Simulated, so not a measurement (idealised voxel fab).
Process module in this document: voxel lift off
For reference, the cross-section in this document is cut, with width 150 nm and square cells of 5 nm.
The cross-sections in this document take the form of a grid made of square cells. They are written out as bands, in order from top to bottom. Each band consists of one or more rows of cells. Heights first: top, then bottom, in nm. Then materials, left to right, each with a width in nm. "throughout" on a single material: fills the band edge to edge. "blank": empty space. Height datum 0, below which the as-received substrate wafer is one material. Lowest band open at the bottom, running downward: "0 -> down". Top row gets the first number, bottom row gets the second, and each row in between changes by the same step: that is how a band width like "30..40" works. Given "no alteration" for a step, no cell of the cross-section differs between before and after that step. "Enclosed voids" lists enclosed empty spaces (at least 8 cells, no open path upward to the top), each as width x height at distance from the left edge, in nm. It should be noted that, on the line of a given step, the content following the step's settings is a remark produced by the simulator itself with respect to that step. overlay nm: step with mask; distance mask lay right of planned place; negative value = left of planned place.
Below is the list of planned process steps
1 RECEIVE [material Si]
2 CONFORMAL_DEP [material Al2O3] [thk nm 10]
3 PATTERN [tone open] [mask id LINES] [material resist] [width nm 15] [pitch nm 35] [thk nm 25] [overlay nm 0]
4 DIRECTIONAL_DEP [material Ru] [thk nm 10]
5 STRIP [etch materials resist]
6 CONFORMAL_DEP [material SiCN] [thk nm 10]
So, the first of our two wafers, run just as we planned it
Cross-sectional view of the wafer in its as-received condition, corresponding to the state after step 1
	0 -> down  Si throughout
	Enclosed voids: none
Cross-section of the wafer subsequent to step 2
	10 -> 0  Al2O3 throughout
	Below 0 it's all the same as before, nothing changed down there.
Cross-section of the wafer subsequent to step 3
	35 -> 10  50 nm resist / 15 nm blank / 20 nm resist / 15 nm blank / 50 nm resist
	Below 10 it's all the same as before, nothing changed down there.
Cross-section of the wafer subsequent to step 4
	45 -> 35  50 nm Ru / 15 nm blank / 20 nm Ru / 15 nm blank / 50 nm Ru
	35 -> 20  50 nm resist / 15 nm blank / 20 nm resist / 15 nm blank / 50 nm resist
	20 -> 10  50 nm resist / 15 nm Ru / 20 nm resist / 15 nm Ru / 50 nm resist
	Below 10 it's all the same as before, nothing changed down there.
Cross-section of the wafer subsequent to step 5
	20 -> 10  50 nm blank / 15 nm Ru / 20 nm blank / 15 nm Ru / 50 nm blank
	Below 10 it's all the same as before, nothing changed down there.
Cross-section of the wafer subsequent to step 6
	30 -> 20  40 nm blank / 70 nm SiCN / 40 nm blank
	20 -> 10  50 nm SiCN / 15 nm Ru / 20 nm SiCN / 15 nm Ru / 50 nm SiCN
	Below 10 it's all the same as before, nothing changed down there.
Second of two: same start, same plan, one run error; steps up to and including 1 match the first
The second wafer cut through, at the time step 2 was supposed to be finished
	10 -> 0  SiCN throughout
	Below 0 it's all the same as before, nothing changed down there.
The second wafer cut through, at the time step 3 was supposed to be finished
	35 -> 10  50 nm resist / 15 nm blank / 20 nm resist / 15 nm blank / 50 nm resist
	Below 10 it's all the same as before, nothing changed down there.
The second wafer cut through, at the time step 4 was supposed to be finished
	45 -> 35  50 nm Ru / 15 nm blank / 20 nm Ru / 15 nm blank / 50 nm Ru
	35 -> 20  50 nm resist / 15 nm blank / 20 nm resist / 15 nm blank / 50 nm resist
	20 -> 10  50 nm resist / 15 nm Ru / 20 nm resist / 15 nm Ru / 50 nm resist
	Below 10 it's all the same as before, nothing changed down there.
The second wafer cut through, at the time step 5 was supposed to be finished
	20 -> 10  50 nm blank / 15 nm Ru / 20 nm blank / 15 nm Ru / 50 nm blank
	Below 10 it's all the same as before, nothing changed down there.
The second wafer cut through, at the time step 6 was supposed to be finished
	30 -> 20  40 nm blank / 70 nm SiCN / 40 nm blank
	20 -> 10  50 nm SiCN / 15 nm Ru / 20 nm SiCN / 15 nm Ru / 50 nm SiCN
	Below 10 it's all the same as before, nothing changed down there.
In executing the process, a mistake was made relative to the plan: rather than as planned, step 2 actually ran as CONFORMAL_DEP [material SiCN] [thk nm 10]
End check, counted in cells, second wafer has more or fewer of these materials than the first: -60 Al2O3, +60 SiCN
